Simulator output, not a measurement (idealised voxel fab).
Process module in this document: voxel wiring stack
The figure presents cross-section cut, which has a width of 265 nm and is divided into square cells with an edge length of 5 nm.
Throughout this document, each cross-section is represented as a grid of square cells and is presented as a sequence of bands enumerated from the top downward, where a band comprises one or more rows of cells. Within each band entry, the heights of the top and of the bottom of the band appear first, in that order and in nm; the materials of the band then follow from left to right, each with its corresponding width in nm. The designation "edge to edge" on a single material indicates that it fills the band from edge to edge; the designation "air" indicates empty space. Counting heights begins at 0, where everything beneath is, in the wafer as received, one material. The lowest band has no bottom; it goes on downwards, as "top 0, no bottom" shows. Top row gets the first number, bottom row gets the second, and each row in between changes by the same step: that is how a band width like "30 to 40" works. Where the words "same as before" appear for a step, the cross-section shows no cell changed by that step; every cell remained as before. What "Trapped voids" gives you is every empty space of 8 cells or more that is cut off from the top. Each appears as width x height at distance, with the distance taken from the left edge and width, height and distance all in nm. It should be noted that, on the line of a given step, the content following the step's settings is a remark produced by the simulator itself with respect to that step. Among the settings permitted on a step's line is "overlay nm"; applied to a step with a mask, it specifies the extent to which the mask lay to the right of its planned position, whereas a negative figure signifies a position to the left. Read the rest as pairs. Take the cross-section before one process step, then the cross-section after it, which shows only down to the lowest band that changed. Under the pair, find the step between them and its settings. Bear in mind that pairs may come from different runs of this module on the same starting wafer: link a pair to the pair above it only where its entry headed "Pre-step" says to.
Pre-step:
* top 95, bottom 80 = aC edge to edge
* top 80, bottom 65 = Ru edge to edge
* top 65, bottom 60 = TiN edge to edge
* top 60, bottom 45 = lowk 40 nm; TiN 5 nm; Cu 5 nm; TiN 5 nm; lowk 85 nm; TiN 5 nm; Cu 5 nm; TiN 5 nm; lowk 110 nm
* top 45, bottom 40 = SiCN 40 nm; TiN 15 nm; SiCN 85 nm; TiN 15 nm; SiCN 110 nm
* top 40, bottom 35 = SiO2 edge to edge
* top 35, bottom 15 = SiO2 40 nm; Ru 30 nm; SiO2 20 nm; Ru 30 nm; SiO2 20 nm; Ru 30 nm; SiO2 20 nm; Ru 30 nm; SiO2 45 nm
* top 15, bottom 0 = SiO2 edge to edge
* top 0, no bottom = Si edge to edge
* Trapped voids: none
Post-Step Cross-Section:
* top 125, bottom 95 = air 40 nm; resist 30 nm; air 20 nm; resist 30 nm; air 20 nm; resist 30 nm; air 20 nm; resist 30 nm; air 45 nm
* Beneath the level 95, the cross-section is identical to its previous state.
* Trapped voids: none
Before/after cross-sections above; step in between: PATTERN (tone cover; mask id METAL_2; material resist; width nm 30; pitch nm 50; thk nm 30; overlay nm 0)
Pre-step: it's just the after picture from the pair right above this one.
Post-Step Cross-Section:
* top 110, bottom 95 = air 40 nm; resist 30 nm; air 20 nm; resist 30 nm; air 20 nm; resist 30 nm; air 20 nm; resist 30 nm; air 45 nm
* top 95, bottom 80 = air 40 nm; aC 30 nm; air 20 nm; aC 30 nm; air 20 nm; aC 30 nm; air 20 nm; aC 30 nm; air 45 nm
* Beneath the level 80, the cross-section is identical to its previous state.
* Trapped voids: none
Before/after cross-sections above; step in between: DIRECTIONAL_ETCH (etch materials aC; depth nm 15)
Pre-step: it's just the after picture from the pair right above this one.
Post-Step Cross-Section:
* top 95, bottom 80 = air 40 nm; aC 30 nm; air 20 nm; aC 30 nm; air 20 nm; aC 30 nm; air 20 nm; aC 30 nm; air 45 nm
* Beneath the level 80, the cross-section is identical to its previous state.
* Trapped voids: none
Before/after cross-sections above; step in between: STRIP (etch materials resist)
Pre-step: it's just the after picture from the pair right above this one.
Post-Step Cross-Section:
* top 95, bottom 80 = air 40 nm; aC 30 nm; air 20 nm; aC 30 nm; air 20 nm; aC 30 nm; air 20 nm; aC 30 nm; air 45 nm
* top 80, bottom 65 = air 40 nm; Ru 30 nm; air 20 nm; Ru 30 nm; air 20 nm; Ru 30 nm; air 20 nm; Ru 30 nm; air 45 nm
* Beneath the level 65, the cross-section is identical to its previous state.
* Trapped voids: none
Before/after cross-sections above; step in between: DIRECTIONAL_ETCH (etch materials Ru; depth nm 15)
Pre-step: it's just the after picture from the pair right above this one.
Post-Step Cross-Section:
* top 95, bottom 80 = air 40 nm; aC 30 nm; air 20 nm; aC 30 nm; air 20 nm; aC 30 nm; air 20 nm; aC 30 nm; air 45 nm
* top 80, bottom 65 = air 40 nm; Ru 30 nm; air 20 nm; Ru 30 nm; air 20 nm; Ru 30 nm; air 20 nm; Ru 30 nm; air 45 nm
* top 65, bottom 60 = air 40 nm; TiN 30 nm; air 20 nm; TiN 30 nm; air 20 nm; TiN 30 nm; air 20 nm; TiN 30 nm; air 45 nm
* Beneath the level 60, the cross-section is identical to its previous state.
* Trapped voids: none
Before/after cross-sections above; step in between: DIRECTIONAL_ETCH (etch materials TiN; depth nm 5)
Pre-step: it's just the after picture from the pair right above this one.
Post-Step Cross-Section:
* top 80, bottom 65 = air 40 nm; Ru 30 nm; air 20 nm; Ru 30 nm; air 20 nm; Ru 30 nm; air 20 nm; Ru 30 nm; air 45 nm
* Beneath the level 65, the cross-section is identical to its previous state.
* Trapped voids: none
Before/after cross-sections above; step in between: STRIP (etch materials aC)
Pre-step: it's just the after picture from the pair right above this one.
Post-Step Cross-Section:
* top 85, bottom 80 = air 35 nm; SiCN 40 nm; air 10 nm; SiCN 40 nm; air 10 nm; SiCN 40 nm; air 10 nm; SiCN 40 nm; air 40 nm
* top 80, bottom 65 = air 35 nm; SiCN 5 nm; Ru 30 nm; SiCN 5 nm; air 10 nm; SiCN 5 nm; Ru 30 nm; SiCN 5 nm; air 10 nm; SiCN 5 nm; Ru 30 nm; SiCN 5 nm; air 10 nm; SiCN 5 nm; Ru 30 nm; SiCN 5 nm; air 40 nm
* top 65, bottom 60 = SiCN 40 nm; TiN 30 nm; SiCN 20 nm; TiN 30 nm; SiCN 20 nm; TiN 30 nm; SiCN 20 nm; TiN 30 nm; SiCN 45 nm
* Beneath the level 60, the cross-section is identical to its previous state.
* Trapped voids: none
Before/after cross-sections above; step in between: CONFORMAL_DEP (material SiCN; thk nm 5)
Pre-step: it's just the after picture from the pair right above this one.
Post-Step Cross-Section:
* top 90, bottom 85 = lowk edge to edge
* top 85, bottom 80 = lowk 35 nm; SiCN 40 nm; lowk 10 nm; SiCN 40 nm; lowk 10 nm; SiCN 40 nm; lowk 10 nm; SiCN 40 nm; lowk 40 nm
* top 80, bottom 65 = lowk 35 nm; SiCN 5 nm; Ru 30 nm; SiCN 5 nm; lowk 10 nm; SiCN 5 nm; Ru 30 nm; SiCN 5 nm; lowk 10 nm; SiCN 5 nm; Ru 30 nm; SiCN 5 nm; lowk 10 nm; SiCN 5 nm; Ru 30 nm; SiCN 5 nm; lowk 40 nm
* Beneath the level 65, the cross-section is identical to its previous state.
* Trapped voids: none
Before/after cross-sections above; step in between: FILL_DEP (material lowk; thk nm 5)
Pre-step: it's just the after picture from the pair right above this one.
Post-Step Cross-Section:
* top 80, bottom 65 = lowk 35 nm; SiCN 5 nm; Ru 30 nm; SiCN 5 nm; lowk 10 nm; SiCN 5 nm; Ru 30 nm; SiCN 5 nm; lowk 10 nm; SiCN 5 nm; Ru 30 nm; SiCN 5 nm; lowk 10 nm; SiCN 5 nm; Ru 30 nm; SiCN 5 nm; lowk 40 nm
* Beneath the level 65, the cross-section is identical to its previous state.
* Trapped voids: none
Before/after cross-sections above; step in between: CMP (height nm 80)
Pre-step: it's just the after picture from the pair right above this one.
Post-Step Cross-Section:
* top 85, bottom 80 = SiCN edge to edge
* Beneath the level 80, the cross-section is identical to its previous state.
* Trapped voids: none
Before/after cross-sections above; step in between: CONFORMAL_DEP (material SiCN; thk nm 5)
Pre-step: it's just the after picture from the pair right above this one.
Post-Step Cross-Section:
* top 100, bottom 85 = SiO2 edge to edge
* Beneath the level 85, the cross-section is identical to its previous state.
* Trapped voids: none
Before/after cross-sections above; step in between: DIRECTIONAL_DEP (material SiO2; thk nm 15)
Pre-step: it's just the after picture from the pair right above this one.
Post-Step Cross-Section:
* top 100, bottom 85 = SiO2 40 nm; air 15 nm; SiO2 85 nm; air 15 nm; SiO2 110 nm
* Beneath the level 85, the cross-section is identical to its previous state.
* Trapped voids: none
Before/after cross-sections above; step in between: MASKED_ETCH (tone open; mask id PLUG_2; width nm 15; pitch nm 100; etch materials SiO2; depth nm 15; overlay nm 0)
Pre-step: it's just the after picture from the pair right above this one.
Post-Step Cross-Section:
* top 100, bottom 85 = SiO2 40 nm; air 15 nm; SiO2 85 nm; air 15 nm; SiO2 110 nm
* top 85, bottom 80 = SiCN 40 nm; air 15 nm; SiCN 85 nm; air 15 nm; SiCN 110 nm
* Beneath the level 80, the cross-section is identical to its previous state.
* Trapped voids: none
Before/after cross-sections above; step in between: MASKED_ETCH (tone open; mask id PLUG_2; width nm 15; pitch nm 100; etch materials SiCN; depth nm 5; overlay nm 0)
Pre-step: it's just the after picture from the pair right above this one.
Post-Step Cross-Section:
* top 100, bottom 90 = SiO2 40 nm; air 15 nm; SiO2 85 nm; air 15 nm; SiO2 110 nm
* top 90, bottom 85 = SiO2 40 nm; Ru 15 nm; SiO2 85 nm; Ru 15 nm; SiO2 110 nm
* top 85, bottom 80 = SiCN 40 nm; Ru 15 nm; SiCN 85 nm; Ru 15 nm; SiCN 110 nm
* Beneath the level 80, the cross-section is identical to its previous state.
* Trapped voids: none
Before/after cross-sections above; step in between: EPI (material Ru; thk nm 10)
Pre-step: it's just the after picture from the pair right above this one.
Post-Step Cross-Section:
* top 100, bottom 85 = SiO2 40 nm; Ru 15 nm; SiO2 85 nm; Ru 15 nm; SiO2 110 nm
* Beneath the level 85, the cross-section is identical to its previous state.
* Trapped voids: none
Before/after cross-sections above; step in between: EPI (material Ru; thk nm 10)
Pre-step: it's just the after picture from the pair right above this one.
Post-Step Cross-Section:
* top 105, bottom 100 = TiN edge to edge
* Beneath the level 100, the cross-section is identical to its previous state.
* Trapped voids: none
Before/after cross-sections above; step in between: DIRECTIONAL_DEP (material TiN; thk nm 5)
Pre-step: it's just the after picture from the pair right above this one.
Post-Step Cross-Section:
* top 125, bottom 105 = Ru edge to edge
* Beneath the level 105, the cross-section is identical to its previous state.
* Trapped voids: none
Before/after cross-sections above; step in between: DIRECTIONAL_DEP (material Ru; thk nm 20)
Pre-step: it's just the after picture from the pair right above this one.
Post-Step Cross-Section:
* top 125, bottom 105 = air 40 nm; Ru 30 nm; air 20 nm; Ru 30 nm; air 20 nm; Ru 30 nm; air 20 nm; Ru 30 nm; air 45 nm
* Beneath the level 105, the cross-section is identical to its previous state.
* Trapped voids: none
Before/after cross-sections above; step in between: MASKED_ETCH (tone cover; mask id METAL_3; width nm 30; pitch nm 50; etch materials Ru; depth nm 20; overlay nm 0)
Pre-step: it's just the after picture from the pair right above this one.
Post-Step Cross-Section:
* top 125, bottom 105 = air 40 nm; Ru 30 nm; air 20 nm; Ru 30 nm; air 20 nm; Ru 30 nm; air 20 nm; Ru 30 nm; air 45 nm
* top 105, bottom 100 = air 40 nm; TiN 30 nm; air 20 nm; TiN 30 nm; air 20 nm; TiN 30 nm; air 20 nm; TiN 30 nm; air 45 nm
* Beneath the level 100, the cross-section is identical to its previous state.
* Trapped voids: none
Before/after cross-sections above; step in between: MASKED_ETCH (tone cover; mask id METAL_3; width nm 30; pitch nm 50; etch materials TiN; depth nm 5; overlay nm 0)
Pre-step: it's just the after picture from the pair right above this one.
Post-Step Cross-Section:
* top 130, bottom 125 = SiO2 edge to edge
* top 125, bottom 105 = SiO2 40 nm; Ru 30 nm; SiO2 20 nm; Ru 30 nm; SiO2 20 nm; Ru 30 nm; SiO2 20 nm; Ru 30 nm; SiO2 45 nm
* top 105, bottom 100 = SiO2 40 nm; TiN 30 nm; SiO2 20 nm; TiN 30 nm; SiO2 20 nm; TiN 30 nm; SiO2 20 nm; TiN 30 nm; SiO2 45 nm
* Beneath the level 100, the cross-section is identical to its previous state.
* Trapped voids: none
Before/after cross-sections above; step in between: FILL_DEP (material SiO2; thk nm 5)
Pre-step: it's just the after picture from the pair right above this one.
Post-Step Cross-Section:
* top 125, bottom 105 = SiO2 40 nm; Ru 30 nm; SiO2 20 nm; Ru 30 nm; SiO2 20 nm; Ru 30 nm; SiO2 20 nm; Ru 30 nm; SiO2 45 nm
* Beneath the level 105, the cross-section is identical to its previous state.
* Trapped voids: none
Before/after cross-sections above; step in between: CMP (height nm 125)
Pre-step: it's just the after picture from the pair right above this one.
Post-Step Cross-Section:
* top 130, bottom 125 = SiCN edge to edge
* Beneath the level 125, the cross-section is identical to its previous state.
* Trapped voids: none
Before/after cross-sections above; step in between: CONFORMAL_DEP (material SiCN; thk nm 5)
Pre-step: it's just the after picture from the pair right above this one.
Post-Step Cross-Section:
* top 145, bottom 130 = lowk edge to edge
* Beneath the level 130, the cross-section is identical to its previous state.
* Trapped voids: none
Before/after cross-sections above; step in between: DIRECTIONAL_DEP (material lowk; thk nm 15)
Pre-step: it's just the after picture from the pair right above this one.
Post-Step Cross-Section:
* top 145, bottom 130 = lowk 40 nm; air 15 nm; lowk 35 nm; air 15 nm; lowk 35 nm; air 15 nm; lowk 35 nm; air 15 nm; lowk 60 nm
* Beneath the level 130, the cross-section is identical to its previous state.
* Trapped voids: none
Before/after cross-sections above; step in between: MASKED_ETCH (tone open; mask id PLUG_3; width nm 15; pitch nm 50; etch materials lowk; depth nm 15; overlay nm 0)
Pre-step: it's just the after picture from the pair right above this one.
Post-Step Cross-Section:
* top 145, bottom 130 = lowk 40 nm; air 15 nm; lowk 35 nm; air 15 nm; lowk 35 nm; air 15 nm; lowk 35 nm; air 15 nm; lowk 60 nm
* top 130, bottom 125 = SiCN 40 nm; air 15 nm; SiCN 35 nm; air 15 nm; SiCN 35 nm; air 15 nm; SiCN 35 nm; air 15 nm; SiCN 60 nm
* Beneath the level 125, the cross-section is identical to its previous state.
* Trapped voids: none
Before/after cross-sections above; step in between: MASKED_ETCH (tone open; mask id PLUG_3; width nm 15; pitch nm 50; etch materials SiCN; depth nm 5; overlay nm 0)
Pre-step: it's just the after picture from the pair right above this one.
Post-Step Cross-Section:
* top 145, bottom 135 = lowk 40 nm; air 15 nm; lowk 35 nm; air 15 nm; lowk 35 nm; air 15 nm; lowk 35 nm; air 15 nm; lowk 60 nm
* top 135, bottom 130 = lowk 40 nm; Ru 15 nm; lowk 35 nm; Ru 15 nm; lowk 35 nm; Ru 15 nm; lowk 35 nm; Ru 15 nm; lowk 60 nm
* top 130, bottom 125 = SiCN 40 nm; Ru 15 nm; SiCN 35 nm; Ru 15 nm; SiCN 35 nm; Ru 15 nm; SiCN 35 nm; Ru 15 nm; SiCN 60 nm
* Beneath the level 125, the cross-section is identical to its previous state.
* Trapped voids: none
Before/after cross-sections above; step in between: EPI (material Ru; thk nm 10)
Pre-step: it's just the after picture from the pair right above this one.
Post-Step Cross-Section:
* top 145, bottom 130 = lowk 40 nm; Ru 15 nm; lowk 35 nm; Ru 15 nm; lowk 35 nm; Ru 15 nm; lowk 35 nm; Ru 15 nm; lowk 60 nm
* Beneath the level 130, the cross-section is identical to its previous state.
* Trapped voids: none
Before/after cross-sections above; step in between: EPI (material Ru; thk nm 10)
Pre-step: it's just the after picture from the pair right above this one.
Post-Step Cross-Section:
* top 150, bottom 145 = SiN edge to edge
* Beneath the level 145, the cross-section is identical to its previous state.
* Trapped voids: none
Before/after cross-sections above; step in between: CONFORMAL_DEP (material SiN; thk nm 5)
Pre-step: it's just the after picture from the pair right above this one.
Post-Step Cross-Section:
* top 165, bottom 150 = lowk edge to edge
* Beneath the level 150, the cross-section is identical to its previous state.
* Trapped voids: none
Before/after cross-sections above; step in between: DIRECTIONAL_DEP (material lowk; thk nm 15)
Pre-step: it's just the after picture from the pair right above this one.
Post-Step Cross-Section:
* top 165, bottom 150 = lowk 40 nm; air 30 nm; lowk 20 nm; air 30 nm; lowk 20 nm; air 30 nm; lowk 20 nm; air 30 nm; lowk 45 nm
* Beneath the level 150, the cross-section is identical to its previous state.
* Trapped voids: none
Before/after cross-sections above; step in between: MASKED_ETCH (tone open; mask id METAL_4; width nm 30; pitch nm 50; etch materials lowk; depth nm 15; overlay nm 0)
Pre-step: it's just the after picture from the pair right above this one.
Post-Step Cross-Section:
* top 165, bottom 150 = lowk 40 nm; air 30 nm; lowk 20 nm; air 30 nm; lowk 20 nm; air 30 nm; lowk 20 nm; air 30 nm; lowk 45 nm
* top 150, bottom 145 = SiN 40 nm; air 30 nm; SiN 20 nm; air 30 nm; SiN 20 nm; air 30 nm; SiN 20 nm; air 30 nm; SiN 45 nm
* Beneath the level 145, the cross-section is identical to its previous state.
* Trapped voids: none
Before/after cross-sections above; step in between: MASKED_ETCH (tone open; mask id METAL_4; width nm 30; pitch nm 50; etch materials SiN; depth nm 5; overlay nm 0)
Pre-step: it's just the after picture from the pair right above this one.
Post-Step Cross-Section:
* top 170, bottom 165 = TiN 45 nm; air 20 nm; TiN 30 nm; air 20 nm; TiN 30 nm; air 20 nm; TiN 30 nm; air 20 nm; TiN 50 nm
* top 165, bottom 150 = lowk 40 nm; TiN 5 nm; air 20 nm; TiN 5 nm; lowk 20 nm; TiN 5 nm; air 20 nm; TiN 5 nm; lowk 20 nm; TiN 5 nm; air 20 nm; TiN 5 nm; lowk 20 nm; TiN 5 nm; air 20 nm; TiN 5 nm; lowk 45 nm
* top 150, bottom 145 = SiN 40 nm; TiN 30 nm; SiN 20 nm; TiN 30 nm; SiN 20 nm; TiN 30 nm; SiN 20 nm; TiN 30 nm; SiN 45 nm
* Beneath the level 145, the cross-section is identical to its previous state.
* Trapped voids: none
Before/after cross-sections above; step in between: CONFORMAL_DEP (material TiN; thk nm 5)
Pre-step: it's just the after picture from the pair right above this one.
Post-Step Cross-Section:
* top 180, bottom 170 = Ru edge to edge
* top 170, bottom 165 = TiN 45 nm; Ru 20 nm; TiN 30 nm; Ru 20 nm; TiN 30 nm; Ru 20 nm; TiN 30 nm; Ru 20 nm; TiN 50 nm
* top 165, bottom 150 = lowk 40 nm; TiN 5 nm; Ru 20 nm; TiN 5 nm; lowk 20 nm; TiN 5 nm; Ru 20 nm; TiN 5 nm; lowk 20 nm; TiN 5 nm; Ru 20 nm; TiN 5 nm; lowk 20 nm; TiN 5 nm; Ru 20 nm; TiN 5 nm; lowk 45 nm
* Beneath the level 150, the cross-section is identical to its previous state.
* Trapped voids: none
Before/after cross-sections above; step in between: FILL_DEP (material Ru; thk nm 10)
Pre-step: it's just the after picture from the pair right above this one.
Post-Step Cross-Section:
* top 165, bottom 150 = lowk 40 nm; TiN 5 nm; Ru 20 nm; TiN 5 nm; lowk 20 nm; TiN 5 nm; Ru 20 nm; TiN 5 nm; lowk 20 nm; TiN 5 nm; Ru 20 nm; TiN 5 nm; lowk 20 nm; TiN 5 nm; Ru 20 nm; TiN 5 nm; lowk 45 nm
* Beneath the level 150, the cross-section is identical to its previous state.
* Trapped voids: none
Before/after cross-sections above; step in between: CMP (height nm 165)
Pre-step: it's just the after picture from the pair right above this one.
Post-Step Cross-Section:
* top 170, bottom 165 = SiCN edge to edge
* Beneath the level 165, the cross-section is identical to its previous state.
* Trapped voids: none
Before/after cross-sections above; step in between: CONFORMAL_DEP (material SiCN; thk nm 5)
Pre-step:
* top 100, bottom 85 = SiO2 edge to edge
* top 85, bottom 80 = SiCN edge to edge
* top 80, bottom 65 = lowk 35 nm; SiCN 5 nm; Ru 30 nm; SiCN 5 nm; lowk 10 nm; SiCN 5 nm; Ru 30 nm; SiCN 5 nm; lowk 10 nm; SiCN 5 nm; Ru 30 nm; SiCN 5 nm; lowk 10 nm; SiCN 5 nm; Ru 30 nm; SiCN 5 nm; lowk 40 nm
* top 65, bottom 60 = SiCN 40 nm; TiN 30 nm; SiCN 20 nm; TiN 30 nm; SiCN 20 nm; TiN 30 nm; SiCN 20 nm; TiN 30 nm; SiCN 45 nm
* top 60, bottom 45 = lowk 40 nm; TiN 5 nm; Cu 5 nm; TiN 5 nm; lowk 85 nm; TiN 5 nm; Cu 5 nm; TiN 5 nm; lowk 110 nm
* top 45, bottom 40 = SiCN 40 nm; TiN 15 nm; SiCN 85 nm; TiN 15 nm; SiCN 110 nm
* top 40, bottom 20 = SiO2 40 nm; Ru 30 nm; SiO2 20 nm; Ru 30 nm; SiO2 20 nm; Ru 30 nm; SiO2 20 nm; Ru 30 nm; SiO2 45 nm
* top 20, bottom 15 = SiO2 40 nm; TiN 30 nm; SiO2 20 nm; TiN 30 nm; SiO2 20 nm; TiN 30 nm; SiO2 20 nm; TiN 30 nm; SiO2 45 nm
* top 15, bottom 0 = SiO2 edge to edge
* top 0, no bottom = Si edge to edge
* Trapped voids: none
Post-Step Cross-Section:
* top 115, bottom 85 = SiO2 edge to edge
* Beneath the level 85, the cross-section is identical to its previous state.
* Trapped voids: none
Before/after cross-sections above; step in between: DIRECTIONAL_DEP (material SiO2; thk nm 15)
Pre-step: it's just the after picture from the pair right above this one.
Post-Step Cross-Section:
* top 115, bottom 100 = SiO2 40 nm; air 15 nm; SiO2 85 nm; air 15 nm; SiO2 110 nm
* Beneath the level 100, the cross-section is identical to its previous state.
* Trapped voids: none
Before/after cross-sections above; step in between: MASKED_ETCH (tone open; mask id PLUG_2; width nm 15; pitch nm 100; etch materials SiO2; depth nm 15; overlay nm 0)
Pre-step: it's just the after picture from the pair right above this one.
Post-Step Cross-Section:
* top 120, bottom 115 = TiN 40 nm; air 15 nm; TiN 85 nm; air 15 nm; TiN 110 nm
* top 115, bottom 105 = SiO2 40 nm; air 15 nm; SiO2 85 nm; air 15 nm; SiO2 110 nm
* top 105, bottom 100 = SiO2 40 nm; TiN 15 nm; SiO2 85 nm; TiN 15 nm; SiO2 110 nm
* Beneath the level 100, the cross-section is identical to its previous state.
* Trapped voids: none
Before/after cross-sections above; step in between: DIRECTIONAL_DEP (material TiN; thk nm 5)
Pre-step: it's just the after picture from the pair right above this one.
Post-Step Cross-Section:
* top 140, bottom 125 = Ru 40 nm; air 15 nm; Ru 85 nm; air 15 nm; Ru 110 nm
* top 125, bottom 120 = Ru edge to edge
* top 120, bottom 115 = TiN 40 nm; Ru 15 nm; TiN 85 nm; Ru 15 nm; TiN 110 nm
* top 115, bottom 105 = SiO2 40 nm; Ru 15 nm; SiO2 85 nm; Ru 15 nm; SiO2 110 nm
* Beneath the level 105, the cross-section is identical to its previous state.
* Trapped voids: none
Before/after cross-sections above; step in between: DIRECTIONAL_DEP (material Ru; thk nm 20)
Pre-step: it's just the after picture from the pair right above this one.
Post-Step Cross-Section:
* top 140, bottom 125 = air 55 nm; Ru 15 nm; air 20 nm; Ru 30 nm; air 35 nm; Ru 15 nm; air 20 nm; Ru 30 nm; air 45 nm
* top 125, bottom 120 = air 40 nm; Ru 30 nm; air 20 nm; Ru 30 nm; air 20 nm; Ru 30 nm; air 20 nm; Ru 30 nm; air 45 nm
* Beneath the level 120, the cross-section is identical to its previous state.
* Trapped voids: none
Before/after cross-sections above; step in between: MASKED_ETCH (tone cover; mask id METAL_3; width nm 30; pitch nm 50; etch materials Ru; depth nm 20; overlay nm 0)
Pre-step: it's just the after picture from the pair right above this one.
Post-Step Cross-Section:
* top 140, bottom 125 = air 55 nm; Ru 15 nm; air 20 nm; Ru 30 nm; air 35 nm; Ru 15 nm; air 20 nm; Ru 30 nm; air 45 nm
* top 125, bottom 120 = air 40 nm; Ru 30 nm; air 20 nm; Ru 30 nm; air 20 nm; Ru 30 nm; air 20 nm; Ru 30 nm; air 45 nm
* top 120, bottom 115 = air 40 nm; Ru 15 nm; TiN 15 nm; air 20 nm; TiN 30 nm; air 20 nm; Ru 15 nm; TiN 15 nm; air 20 nm; TiN 30 nm; air 45 nm
* Beneath the level 115, the cross-section is identical to its previous state.
* Trapped voids: none
Before/after cross-sections above; step in between: MASKED_ETCH (tone cover; mask id METAL_3; width nm 30; pitch nm 50; etch materials TiN; depth nm 5; overlay nm 0)
Pre-step: it's just the after picture from the pair right above this one.
Post-Step Cross-Section:
* top 145, bottom 140 = SiO2 edge to edge
* top 140, bottom 125 = SiO2 55 nm; Ru 15 nm; SiO2 20 nm; Ru 30 nm; SiO2 35 nm; Ru 15 nm; SiO2 20 nm; Ru 30 nm; SiO2 45 nm
* top 125, bottom 120 = SiO2 40 nm; Ru 30 nm; SiO2 20 nm; Ru 30 nm; SiO2 20 nm; Ru 30 nm; SiO2 20 nm; Ru 30 nm; SiO2 45 nm
* top 120, bottom 115 = SiO2 40 nm; Ru 15 nm; TiN 15 nm; SiO2 20 nm; TiN 30 nm; SiO2 20 nm; Ru 15 nm; TiN 15 nm; SiO2 20 nm; TiN 30 nm; SiO2 45 nm
* Beneath the level 115, the cross-section is identical to its previous state.
* Trapped voids: none
Before/after cross-sections above; step in between: FILL_DEP (material SiO2; thk nm 5)
Pre-step: it's just the after picture from the pair right above this one.
Post-Step Cross-Section:
* top 125, bottom 120 = SiO2 40 nm; Ru 30 nm; SiO2 20 nm; Ru 30 nm; SiO2 20 nm; Ru 30 nm; SiO2 20 nm; Ru 30 nm; SiO2 45 nm
* Beneath the level 120, the cross-section is identical to its previous state.
* Trapped voids: none
Before/after cross-sections above; step in between: CMP (height nm 125)
Pre-step: it's just the after picture from the pair right above this one.
Post-Step Cross-Section:
* top 130, bottom 125 = SiCN edge to edge
* Beneath the level 125, the cross-section is identical to its previous state.
* Trapped voids: none
Before/after cross-sections above; step in between: CONFORMAL_DEP (material SiCN; thk nm 5)
Pre-step: it's just the after picture from the pair right above this one.
Post-Step Cross-Section:
* top 145, bottom 130 = lowk edge to edge
* Beneath the level 130, the cross-section is identical to its previous state.
* Trapped voids: none
Before/after cross-sections above; step in between: DIRECTIONAL_DEP (material lowk; thk nm 15)
Pre-step: it's just the after picture from the pair right above this one.
Post-Step Cross-Section:
* top 145, bottom 130 = lowk 40 nm; air 15 nm; lowk 35 nm; air 15 nm; lowk 35 nm; air 15 nm; lowk 35 nm; air 15 nm; lowk 60 nm
* Beneath the level 130, the cross-section is identical to its previous state.
* Trapped voids: none
Before/after cross-sections above; step in between: MASKED_ETCH (tone open; mask id PLUG_3; width nm 15; pitch nm 50; etch materials lowk; depth nm 15; overlay nm 0)
Pre-step: it's just the after picture from the pair right above this one.
Post-Step Cross-Section:
* top 145, bottom 130 = lowk 40 nm; air 15 nm; lowk 35 nm; air 15 nm; lowk 35 nm; air 15 nm; lowk 35 nm; air 15 nm; lowk 60 nm
* top 130, bottom 125 = SiCN 40 nm; air 15 nm; SiCN 35 nm; air 15 nm; SiCN 35 nm; air 15 nm; SiCN 35 nm; air 15 nm; SiCN 60 nm
* Beneath the level 125, the cross-section is identical to its previous state.
* Trapped voids: none
Before/after cross-sections above; step in between: MASKED_ETCH (tone open; mask id PLUG_3; width nm 15; pitch nm 50; etch materials SiCN; depth nm 5; overlay nm 0)
Pre-step: it's just the after picture from the pair right above this one.
Post-Step Cross-Section:
* top 145, bottom 135 = lowk 40 nm; air 15 nm; lowk 35 nm; air 15 nm; lowk 35 nm; air 15 nm; lowk 35 nm; air 15 nm; lowk 60 nm
* top 135, bottom 130 = lowk 40 nm; Ru 15 nm; lowk 35 nm; Ru 15 nm; lowk 35 nm; Ru 15 nm; lowk 35 nm; Ru 15 nm; lowk 60 nm
* top 130, bottom 125 = SiCN 40 nm; Ru 15 nm; SiCN 35 nm; Ru 15 nm; SiCN 35 nm; Ru 15 nm; SiCN 35 nm; Ru 15 nm; SiCN 60 nm
* Beneath the level 125, the cross-section is identical to its previous state.
* Trapped voids: none
Before/after cross-sections above; step in between: EPI (material Ru; thk nm 10)
Pre-step: it's just the after picture from the pair right above this one.
Post-Step Cross-Section:
* top 145, bottom 130 = lowk 40 nm; Ru 15 nm; lowk 35 nm; Ru 15 nm; lowk 35 nm; Ru 15 nm; lowk 35 nm; Ru 15 nm; lowk 60 nm
* Beneath the level 130, the cross-section is identical to its previous state.
* Trapped voids: none
Before/after cross-sections above; step in between: EPI (material Ru; thk nm 10)
Pre-step: it's just the after picture from the pair right above this one.
Post-Step Cross-Section:
* top 150, bottom 145 = SiN edge to edge
* Beneath the level 145, the cross-section is identical to its previous state.
* Trapped voids: none
Before/after cross-sections above; step in between: CONFORMAL_DEP (material SiN; thk nm 5)
Pre-step: it's just the after picture from the pair right above this one.
Post-Step Cross-Section:
* top 165, bottom 150 = lowk edge to edge
* Beneath the level 150, the cross-section is identical to its previous state.
* Trapped voids: none
Before/after cross-sections above; step in between: DIRECTIONAL_DEP (material lowk; thk nm 15)
Pre-step: it's just the after picture from the pair right above this one.
Post-Step Cross-Section:
* top 165, bottom 150 = lowk 40 nm; air 30 nm; lowk 20 nm; air 30 nm; lowk 20 nm; air 30 nm; lowk 20 nm; air 30 nm; lowk 45 nm
* Beneath the level 150, the cross-section is identical to its previous state.
* Trapped voids: none
Before/after cross-sections above; step in between: MASKED_ETCH (tone open; mask id METAL_4; width nm 30; pitch nm 50; etch materials lowk; depth nm 15; overlay nm 0)
Pre-step: it's just the after picture from the pair right above this one.
Post-Step Cross-Section:
* top 165, bottom 150 = lowk 40 nm; air 30 nm; lowk 20 nm; air 30 nm; lowk 20 nm; air 30 nm; lowk 20 nm; air 30 nm; lowk 45 nm
* top 150, bottom 145 = SiN 40 nm; air 30 nm; SiN 20 nm; air 30 nm; SiN 20 nm; air 30 nm; SiN 20 nm; air 30 nm; SiN 45 nm
* Beneath the level 145, the cross-section is identical to its previous state.
* Trapped voids: none
Before/after cross-sections above; step in between: MASKED_ETCH (tone open; mask id METAL_4; width nm 30; pitch nm 50; etch materials SiN; depth nm 5; overlay nm 0)
Pre-step: it's just the after picture from the pair right above this one.
Post-Step Cross-Section:
* top 170, bottom 165 = TiN 45 nm; air 20 nm; TiN 30 nm; air 20 nm; TiN 30 nm; air 20 nm; TiN 30 nm; air 20 nm; TiN 50 nm
* top 165, bottom 150 = lowk 40 nm; TiN 5 nm; air 20 nm; TiN 5 nm; lowk 20 nm; TiN 5 nm; air 20 nm; TiN 5 nm; lowk 20 nm; TiN 5 nm; air 20 nm; TiN 5 nm; lowk 20 nm; TiN 5 nm; air 20 nm; TiN 5 nm; lowk 45 nm
* top 150, bottom 145 = SiN 40 nm; TiN 30 nm; SiN 20 nm; TiN 30 nm; SiN 20 nm; TiN 30 nm; SiN 20 nm; TiN 30 nm; SiN 45 nm
* Beneath the level 145, the cross-section is identical to its previous state.
* Trapped voids: none
Before/after cross-sections above; step in between: CONFORMAL_DEP (material TiN; thk nm 5)
